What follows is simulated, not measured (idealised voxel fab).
Documented hereafter: the process module known as voxel self aligned contacts.
Displayed cross-section: cut, width of 185 nm, square cells sized 5 nm.
Just so we're on the same page, the cross-sections are grids of square cells, and they're listed out in bands top to bottom, each band one or more rows deep.
Within each band entry, the heights of the top and of the bottom of the band appear first, in that order and in nm; the materials of the band then follow from left to right, each with its corresponding width in nm. The designation "all across" on a single material indicates that it fills the band from edge to edge; the designation "empty" indicates empty space.
Counting heights begins at 0, where everything beneath is, in the wafer as received, one material. The lowest band has no bottom; it goes on downwards, as "from 0 down" shows.
Width spec "30->40" -> top row of cells at first value, bottom row at second value, equal per-row change in between.
No cell of the cross-section changed in a step that is given as "nothing was modified".
"Enclosed internal cavities": empty spaces of 8 cells or more with no open way to the top, each given as width x height at distance, distance from the left edge, all in nm.
If you see something after the settings on a step's line, that's the simulator's own remark about that step.
overlay nm: for a step with a mask, the amount by which the mask lay right of where it was planned; a negative amount means left of it.
Each pair below shows a cross-section before one step and the cross-section after it, down to the lowest band that changed. The line under each pair gives the step between them, with its settings. The pairs can come from different runs of this module on the same starting wafer, so a pair continues from the pair above only where its "Pre-step snapshot" says so.
PRE-STEP SNAPSHOT
    from 70 to 65: W all across
    from 65 to 60: TiN 70 nm, W 45 nm, TiN 70 nm
    from 60 to 55: SiO2 65 nm, TiN 25 nm, W 5 nm, TiN 25 nm, SiO2 65 nm
    from 55 to 30: SiO2 30 nm, SiN 55 nm, TiN 5 nm, W 5 nm, TiN 5 nm, SiN 55 nm, SiO2 30 nm
    from 30 to 5: SiO2 30 nm, SiN 10 nm, polySi 35 nm, SiN 10 nm, TiN 5 nm, W 5 nm, TiN 5 nm, SiN 10 nm, polySi 35 nm, SiN 10 nm, SiO2 30 nm
    from 5 to 0: SiO2 85 nm, TiN 15 nm, SiO2 85 nm
    from 0 down: Si all across
    Enclosed internal cavities: none
RESULTING CROSS-SECTION
    from 55 to 30: SiO2 30 nm, SiN 55 nm, TiN 5 nm, W 5 nm, TiN 5 nm, SiN 55 nm, SiO2 30 nm
    Unchanged below 30.
    Enclosed internal cavities: none
Between before and after above, the operation and settings are CMP: height nm 55
Pre-step snapshot: the state before this step is the cross-section shown after the step in the pair just above.
RESULTING CROSS-SECTION
    from 60 to 55: SiCN all across
    Unchanged below 55.
    Enclosed internal cavities: none
Between before and after above, the operation and settings are CONFORMAL_DEP: material SiCN, thk nm 5
PRE-STEP SNAPSHOT
    from 60 to 55: SiO2 all across
    from 55 to 30: SiO2 30 nm, SiN 55 nm, SiO2 15 nm, SiN 55 nm, SiO2 30 nm
    from 30 to 5: SiO2 30 nm, SiN 10 nm, polySi 35 nm, SiN 10 nm, SiO2 15 nm, SiN 10 nm, polySi 35 nm, SiN 10 nm, SiO2 30 nm
    from 5 to 0: SiO2 all across
    from 0 down: Si all across
    Enclosed internal cavities: none
RESULTING CROSS-SECTION
    from 80 to 60: resist 60 nm, empty 65 nm, resist 60 nm
    Unchanged below 60.
    Enclosed internal cavities: none
Between before and after above, the operation and settings are PATTERN: tone open, mask id CONTACT, material resist, width nm 65, thk nm 20, overlay nm 0
Pre-step snapshot: the state before this step is the cross-section shown after the step in the pair just above.
RESULTING CROSS-SECTION
    from 80 to 60: resist 60 nm, empty 65 nm, resist 60 nm
    from 60 to 55: SiO2 60 nm, empty 65 nm, SiO2 60 nm
    from 55 to 30: SiO2 30 nm, SiN 55 nm, empty 15 nm, SiN 55 nm, SiO2 30 nm
    from 30 to 5: SiO2 30 nm, SiN 10 nm, polySi 35 nm, SiN 10 nm, empty 15 nm, SiN 10 nm, polySi 35 nm, SiN 10 nm, SiO2 30 nm
    from 5 to 0: SiO2 85 nm, empty 15 nm, SiO2 85 nm
    Unchanged below 0.
    Enclosed internal cavities: none
Between before and after above, the operation and settings are DIRECTIONAL_ETCH: etch materials SiO2, depth nm 60
Pre-step snapshot: the state before this step is the cross-section shown after the step in the pair just above.
RESULTING CROSS-SECTION
    from 60 to 55: SiO2 60 nm, empty 65 nm, SiO2 60 nm
    Unchanged below 55.
    Enclosed internal cavities: none
Between before and after above, the operation and settings are STRIP: etch materials resist
Pre-step snapshot: the state before this step is the cross-section shown after the step in the pair just above.
RESULTING CROSS-SECTION
    from 65 to 60: TiN 65 nm, empty 55 nm, TiN 65 nm
    from 60 to 55: SiO2 60 nm, TiN 30 nm, empty 5 nm, TiN 30 nm, SiO2 60 nm
    from 55 to 30: SiO2 30 nm, SiN 55 nm, TiN 5 nm, empty 5 nm, TiN 5 nm, SiN 55 nm, SiO2 30 nm
    from 30 to 5: SiO2 30 nm, SiN 10 nm, polySi 35 nm, SiN 10 nm, TiN 5 nm, empty 5 nm, TiN 5 nm, SiN 10 nm, polySi 35 nm, SiN 10 nm, SiO2 30 nm
    from 5 to 0: SiO2 85 nm, TiN 15 nm, SiO2 85 nm
    Unchanged below 0.
    Enclosed internal cavities: none
Between before and after above, the operation and settings are CONFORMAL_DEP: material TiN, thk nm 5
Pre-step snapshot: the state before this step is the cross-section shown after the step in the pair just above.
RESULTING CROSS-SECTION
    from 70 to 65: W all across
    from 65 to 60: TiN 65 nm, W 55 nm, TiN 65 nm
    from 60 to 55: SiO2 60 nm, TiN 30 nm, W 5 nm, TiN 30 nm, SiO2 60 nm
    from 55 to 30: SiO2 30 nm, SiN 55 nm, TiN 5 nm, W 5 nm, TiN 5 nm, SiN 55 nm, SiO2 30 nm
    from 30 to 5: SiO2 30 nm, SiN 10 nm, polySi 35 nm, SiN 10 nm, TiN 5 nm, W 5 nm, TiN 5 nm, SiN 10 nm, polySi 35 nm, SiN 10 nm, SiO2 30 nm
    Unchanged below 5.
    Enclosed internal cavities: none
Between before and after above, the operation and settings are FILL_DEP: material W, thk nm 5
Pre-step snapshot: the state before this step is the cross-section shown after the step in the pair just above.
RESULTING CROSS-SECTION
    from 60 to 55: SiO2 60 nm, TiN 30 nm, W 5 nm, TiN 30 nm, SiO2 60 nm
    Unchanged below 55.
    Enclosed internal cavities: none
Between before and after above, the operation and settings are CMP: height nm 60
Pre-step snapshot: the state before this step is the cross-section shown after the step in the pair just above.
RESULTING CROSS-SECTION
    from 65 to 60: SiCN all across
    Unchanged below 60.
    Enclosed internal cavities: none
Between before and after above, the operation and settings are CONFORMAL_DEP: material SiCN, thk nm 5
PRE-STEP SNAPSHOT
    from 60 to 55: SiO2 all across
    from 55 to 30: SiO2 30 nm, SiN 55 nm, SiO2 15 nm, SiN 55 nm, SiO2 30 nm
    from 30 to 5: SiO2 30 nm, SiN 10 nm, polySi 35 nm, SiN 10 nm, SiO2 15 nm, SiN 10 nm, polySi 35 nm, SiN 10 nm, SiO2 30 nm
    from 5 to 0: SiO2 all across
    from 0 down: Si all across
    Enclosed internal cavities: none
RESULTING CROSS-SECTION
    from 80 to 60: resist 60 nm, empty 55 nm, resist 70 nm
    Unchanged below 60.
    Enclosed internal cavities: none
Between before and after above, the operation and settings are PATTERN: tone open, mask id CONTACT, material resist, width nm 55, thk nm 20, overlay nm -5
Pre-step snapshot: the state before this step is the cross-section shown after the step in the pair just above.
RESULTING CROSS-SECTION
    from 80 to 60: resist 60 nm, empty 55 nm, resist 70 nm
    from 60 to 55: SiO2 60 nm, empty 55 nm, SiO2 70 nm
    from 55 to 30: SiO2 30 nm, SiN 55 nm, empty 15 nm, SiN 55 nm, SiO2 30 nm
    from 30 to 5: SiO2 30 nm, SiN 10 nm, polySi 35 nm, SiN 10 nm, empty 15 nm, SiN 10 nm, polySi 35 nm, SiN 10 nm, SiO2 30 nm
    from 5 to 0: SiO2 85 nm, empty 15 nm, SiO2 85 nm
    Unchanged below 0.
    Enclosed internal cavities: none
Between before and after above, the operation and settings are DIRECTIONAL_ETCH: etch materials SiO2, depth nm 60
Pre-step snapshot: the state before this step is the cross-section shown after the step in the pair just above.
RESULTING CROSS-SECTION
    from 60 to 55: SiO2 60 nm, empty 55 nm, SiO2 70 nm
    Unchanged below 55.
    Enclosed internal cavities: none
Between before and after above, the operation and settings are STRIP: etch materials resist
Pre-step snapshot: the state before this step is the cross-section shown after the step in the pair just above.
RESULTING CROSS-SECTION
    from 65 to 60: TiN 65 nm, empty 45 nm, TiN 75 nm
    from 60 to 55: SiO2 60 nm, TiN 30 nm, empty 5 nm, TiN 20 nm, SiO2 70 nm
    from 55 to 30: SiO2 30 nm, SiN 55 nm, TiN 5 nm, empty 5 nm, TiN 5 nm, SiN 55 nm, SiO2 30 nm
    from 30 to 5: SiO2 30 nm, SiN 10 nm, polySi 35 nm, SiN 10 nm, TiN 5 nm, empty 5 nm, TiN 5 nm, SiN 10 nm, polySi 35 nm, SiN 10 nm, SiO2 30 nm
    from 5 to 0: SiO2 85 nm, TiN 15 nm, SiO2 85 nm
    Unchanged below 0.
    Enclosed internal cavities: none
Between before and after above, the operation and settings are CONFORMAL_DEP: material TiN, thk nm 5
Pre-step snapshot: the state before this step is the cross-section shown after the step in the pair just above.
RESULTING CROSS-SECTION
    from 70 to 65: W all across
    from 65 to 60: TiN 65 nm, W 45 nm, TiN 75 nm
    from 60 to 55: SiO2 60 nm, TiN 30 nm, W 5 nm, TiN 20 nm, SiO2 70 nm
    from 55 to 30: SiO2 30 nm, SiN 55 nm, TiN 5 nm, W 5 nm, TiN 5 nm, SiN 55 nm, SiO2 30 nm
    from 30 to 5: SiO2 30 nm, SiN 10 nm, polySi 35 nm, SiN 10 nm, TiN 5 nm, W 5 nm, TiN 5 nm, SiN 10 nm, polySi 35 nm, SiN 10 nm, SiO2 30 nm
    Unchanged below 5.
    Enclosed internal cavities: none
Between before and after above, the operation and settings are FILL_DEP: material W, thk nm 5
Pre-step snapshot: the state before this step is the cross-section shown after the step in the pair just above.
RESULTING CROSS-SECTION
    from 60 to 55: SiO2 60 nm, TiN 30 nm, W 5 nm, TiN 20 nm, SiO2 70 nm
    Unchanged below 55.
    Enclosed internal cavities: none
Between before and after above, the operation and settings are CMP: height nm 60
Pre-step snapshot: the state before this step is the cross-section shown after the step in the pair just above.
RESULTING CROSS-SECTION
    from 65 to 60: SiCN all across
    Unchanged below 60.
    Enclosed internal cavities: none
Between before and after above, the operation and settings are CONFORMAL_DEP: material SiCN, thk nm 5
PRE-STEP SNAPSHOT
    from 5 to 0: SiO2 all across
    from 0 down: Si all across
    Enclosed internal cavities: none
RESULTING CROSS-SECTION
    from 30 to 5: SiCN all across
    Unchanged below 5.
    Enclosed internal cavities: none
Between before and after above, the operation and settings are DIRECTIONAL_DEP: material SiCN, thk nm 25
Pre-step snapshot: the state before this step is the cross-section shown after the step in the pair just above.
RESULTING CROSS-SECTION
    from 55 to 30: SiN all across
    Unchanged below 30.
    Enclosed internal cavities: none
Between before and after above, the operation and settings are DIRECTIONAL_DEP: material SiN, thk nm 25
Pre-step snapshot: the state before this step is the cross-section shown after the step in the pair just above.
RESULTING CROSS-SECTION
    from 70 to 55: aC all across
    Unchanged below 55.
    Enclosed internal cavities: none
Between before and after above, the operation and settings are DIRECTIONAL_DEP: material aC, thk nm 15
Pre-step snapshot: the state before this step is the cross-section shown after the step in the pair just above.
RESULTING CROSS-SECTION
    from 100 to 70: empty 40 nm, resist 35 nm, empty 35 nm, resist 35 nm, empty 40 nm
    Unchanged below 70.
    Enclosed internal cavities: none
Between before and after above, the operation and settings are PATTERN: tone cover, mask id GATE, material resist, width nm 35, pitch nm 70, thk nm 30, overlay nm 0
Pre-step snapshot: the state before this step is the cross-section shown after the step in the pair just above.
RESULTING CROSS-SECTION
    from 85 to 70: empty 40 nm, resist 35 nm, empty 35 nm, resist 35 nm, empty 40 nm
    from 70 to 55: empty 40 nm, aC 35 nm, empty 35 nm, aC 35 nm, empty 40 nm
    Unchanged below 55.
    Enclosed internal cavities: none
Between before and after above, the operation and settings are DIRECTIONAL_ETCH: etch materials aC, depth nm 15
Pre-step snapshot: the state before this step is the cross-section shown after the step in the pair just above.
RESULTING CROSS-SECTION
    from 70 to 55: empty 40 nm, aC 35 nm, empty 35 nm, aC 35 nm, empty 40 nm
    Unchanged below 55.
    Enclosed internal cavities: none
Between before and after above, the operation and settings are STRIP: etch materials resist
Pre-step snapshot: the state before this step is the cross-section shown after the step in the pair just above.
RESULTING CROSS-SECTION
    from 70 to 55: empty 40 nm, aC 35 nm, empty 35 nm, aC 35 nm, empty 40 nm
    from 55 to 30: empty 40 nm, SiN 35 nm, empty 35 nm, SiN 35 nm, empty 40 nm
    Unchanged below 30.
    Enclosed internal cavities: none
Between before and after above, the operation and settings are DIRECTIONAL_ETCH: etch materials SiN, depth nm 25
Pre-step snapshot: the state before this step is the cross-section shown after the step in the pair just above.
RESULTING CROSS-SECTION
    from 55 to 30: empty 40 nm, SiN 35 nm, empty 35 nm, SiN 35 nm, empty 40 nm
    Unchanged below 30.
    Enclosed internal cavities: none
Between before and after above, the operation and settings are STRIP: etch materials aC
Pre-step snapshot: the state before this step is the cross-section shown after the step in the pair just above.
RESULTING CROSS-SECTION
    from 65 to 40: empty 30 nm, SiN 55 nm, empty 15 nm, SiN 55 nm, empty 30 nm
    from 40 to 30: SiN all across
    Unchanged below 30.
    Enclosed internal cavities: none
Between before and after above, the operation and settings are CONFORMAL_DEP: material SiN, thk nm 10
Pre-step snapshot: the state before this step is the cross-section shown after the step in the pair just above.
RESULTING CROSS-SECTION
    from 55 to 30: empty 30 nm, SiN 55 nm, empty 15 nm, SiN 55 nm, empty 30 nm
    Unchanged below 30.
    Enclosed internal cavities: none
Between before and after above, the operation and settings are DIRECTIONAL_ETCH: etch materials SiN, depth nm 10
Pre-step snapshot: the state before this step is the cross-section shown after the step in the pair just above.
RESULTING CROSS-SECTION
    from 65 to 55: SiO2 all across
    from 55 to 30: SiO2 30 nm, SiN 55 nm, SiO2 15 nm, SiN 55 nm, SiO2 30 nm
    Unchanged below 30.
    Enclosed internal cavities: none
Between before and after above, the operation and settings are FILL_DEP: material SiO2, thk nm 10
Pre-step snapshot: the state before this step is the cross-section shown after the step in the pair just above.
RESULTING CROSS-SECTION
    from 60 to 55: SiO2 all across
    Unchanged below 55.
    Enclosed internal cavities: none
Between before and after above, the operation and settings are CMP: height nm 60
Pre-step snapshot: the state before this step is the cross-section shown after the step in the pair just above.
RESULTING CROSS-SECTION
    from 80 to 60: resist 65 nm, empty 55 nm, resist 65 nm
    Unchanged below 60.
    Enclosed internal cavities: none
Between before and after above, the operation and settings are PATTERN: tone open, mask id CONTACT, material resist, width nm 55, thk nm 20, overlay nm 0
Pre-step snapshot: the state before this step is the cross-section shown after the step in the pair just above.
RESULTING CROSS-SECTION
    from 80 to 60: resist 65 nm, empty 55 nm, resist 65 nm
    from 60 to 55: SiO2 65 nm, empty 55 nm, SiO2 65 nm
    from 55 to 30: SiO2 30 nm, SiN 55 nm, empty 15 nm, SiN 55 nm, SiO2 30 nm
    Unchanged below 30.
    Enclosed internal cavities: none
Between before and after above, the operation and settings are DIRECTIONAL_ETCH: etch materials SiO2, depth nm 60
Pre-step snapshot: the state before this step is the cross-section shown after the step in the pair just above.
RESULTING CROSS-SECTION
    from 60 to 55: SiO2 65 nm, empty 55 nm, SiO2 65 nm
    Unchanged below 55.
    Enclosed internal cavities: none
Between before and after above, the operation and settings are STRIP: etch materials resist
Pre-step snapshot: the state before this step is the cross-section shown after the step in the pair just above.
RESULTING CROSS-SECTION
    from 65 to 60: TiN 70 nm, empty 45 nm, TiN 70 nm
    from 60 to 55: SiO2 65 nm, TiN 25 nm, empty 5 nm, TiN 25 nm, SiO2 65 nm
    from 55 to 35: SiO2 30 nm, SiN 55 nm, TiN 5 nm, empty 5 nm, TiN 5 nm, SiN 55 nm, SiO2 30 nm
    from 35 to 30: SiO2 30 nm, SiN 55 nm, TiN 15 nm, SiN 55 nm, SiO2 30 nm
    Unchanged below 30.
    Enclosed internal cavities: none
Between before and after above, the operation and settings are CONFORMAL_DEP: material TiN, thk nm 5
Pre-step snapshot: the state before this step is the cross-section shown after the step in the pair just above.
RESULTING CROSS-SECTION
    from 70 to 65: W all across
    from 65 to 60: TiN 70 nm, W 45 nm, TiN 70 nm
    from 60 to 55: SiO2 65 nm, TiN 25 nm, W 5 nm, TiN 25 nm, SiO2 65 nm
    from 55 to 35: SiO2 30 nm, SiN 55 nm, TiN 5 nm, W 5 nm, TiN 5 nm, SiN 55 nm, SiO2 30 nm
    Unchanged below 35.
    Enclosed internal cavities: none
Between before and after above, the operation and settings are FILL_DEP: material W, thk nm 5
Pre-step snapshot: the state before this step is the cross-section shown after the step in the pair just above.
RESULTING CROSS-SECTION
    from 60 to 55: SiO2 65 nm, TiN 25 nm, W 5 nm, TiN 25 nm, SiO2 65 nm
    Unchanged below 55.
    Enclosed internal cavities: none
Between before and after above, the operation and settings are CMP: height nm 60
Pre-step snapshot: the state before this step is the cross-section shown after the step in the pair just above.
RESULTING CROSS-SECTION
    from 65 to 60: SiCN all across
    Unchanged below 60.
    Enclosed internal cavities: none
Between before and after above, the operation and settings are CONFORMAL_DEP: material SiCN, thk nm 5
PRE-STEP SNAPSHOT
    from 60 to 55: SiO2 all across
    from 55 to 30: SiO2 30 nm, SiN 55 nm, SiO2 15 nm, SiN 55 nm, SiO2 30 nm
    from 30 to 5: SiO2 30 nm, SiN 10 nm, polySi 35 nm, SiN 10 nm, SiO2 15 nm, SiN 10 nm, polySi 35 nm, SiN 10 nm, SiO2 30 nm
    from 5 to 0: SiO2 all across
    from 0 down: Si all across
    Enclosed internal cavities: none
RESULTING CROSS-SECTION
    from 80 to 60: empty 65 nm, resist 55 nm, empty 65 nm
    Unchanged below 60.
    Enclosed internal cavities: none
Between before and after above, the operation and settings are PATTERN: tone cover, mask id CONTACT, material resist, width nm 55, thk nm 20, overlay nm 0
Pre-step snapshot: the state before this step is the cross-section shown after the step in the pair just above.
RESULTING CROSS-SECTION
    from 80 to 60: empty 65 nm, resist 55 nm, empty 65 nm
    from 60 to 55: empty 65 nm, SiO2 55 nm, empty 65 nm
    from 55 to 30: empty 30 nm, SiN 55 nm, SiO2 15 nm, SiN 55 nm, empty 30 nm
    from 30 to 5: empty 30 nm, SiN 10 nm, polySi 35 nm, SiN 10 nm, SiO2 15 nm, SiN 10 nm, polySi 35 nm, SiN 10 nm, empty 30 nm
    from 5 to 0: empty 30 nm, SiO2 125 nm, empty 30 nm
    Unchanged below 0.
    Enclosed internal cavities: none
Between before and after above, the operation and settings are DIRECTIONAL_ETCH: etch materials SiO2, depth nm 60
Pre-step snapshot: the state before this step is the cross-section shown after the step in the pair just above.
RESULTING CROSS-SECTION
    from 60 to 55: empty 65 nm, SiO2 55 nm, empty 65 nm
    Unchanged below 55.
    Enclosed internal cavities: none
Between before and after above, the operation and settings are STRIP: etch materials resist
Pre-step snapshot: the state before this step is the cross-section shown after the step in the pair just above.
RESULTING CROSS-SECTION
    from 65 to 60: empty 60 nm, TiN 65 nm, empty 60 nm
    from 60 to 55: empty 25 nm, TiN 40 nm, SiO2 55 nm, TiN 40 nm, empty 25 nm
    from 55 to 30: empty 25 nm, TiN 5 nm, SiN 55 nm, SiO2 15 nm, SiN 55 nm, TiN 5 nm, empty 25 nm
    from 30 to 5: empty 25 nm, TiN 5 nm, SiN 10 nm, polySi 35 nm, SiN 10 nm, SiO2 15 nm, SiN 10 nm, polySi 35 nm, SiN 10 nm, TiN 5 nm, empty 25 nm
    from 5 to 0: TiN 30 nm, SiO2 125 nm, TiN 30 nm
    Unchanged below 0.
    Enclosed internal cavities: none
Between before and after above, the operation and settings are CONFORMAL_DEP: material TiN, thk nm 5
Pre-step snapshot: the state before this step is the cross-section shown after the step in the pair just above.
RESULTING CROSS-SECTION
    from 70 to 65: W all across
    from 65 to 60: W 60 nm, TiN 65 nm, W 60 nm
    from 60 to 55: W 25 nm, TiN 40 nm, SiO2 55 nm, TiN 40 nm, W 25 nm
    from 55 to 30: W 25 nm, TiN 5 nm, SiN 55 nm, SiO2 15 nm, SiN 55 nm, TiN 5 nm, W 25 nm
    from 30 to 5: W 25 nm, TiN 5 nm, SiN 10 nm, polySi 35 nm, SiN 10 nm, SiO2 15 nm, SiN 10 nm, polySi 35 nm, SiN 10 nm, TiN 5 nm, W 25 nm
    Unchanged below 5.
    Enclosed internal cavities: none
Between before and after above, the operation and settings are FILL_DEP: material W, thk nm 5
Pre-step snapshot: the state before this step is the cross-section shown after the step in the pair just above.
RESULTING CROSS-SECTION
    from 60 to 55: W 25 nm, TiN 40 nm, SiO2 55 nm, TiN 40 nm, W 25 nm
    Unchanged below 55.
    Enclosed internal cavities: none
Between before and after above, the operation and settings are CMP: height nm 60
Pre-step snapshot: the state before this step is the cross-section shown after the step in the pair just above.
RESULTING CROSS-SECTION
    from 65 to 60: SiCN all across
    Unchanged below 60.
    Enclosed internal cavities: none
Between before and after above, the operation and settings are CONFORMAL_DEP: material SiCN, thk nm 5
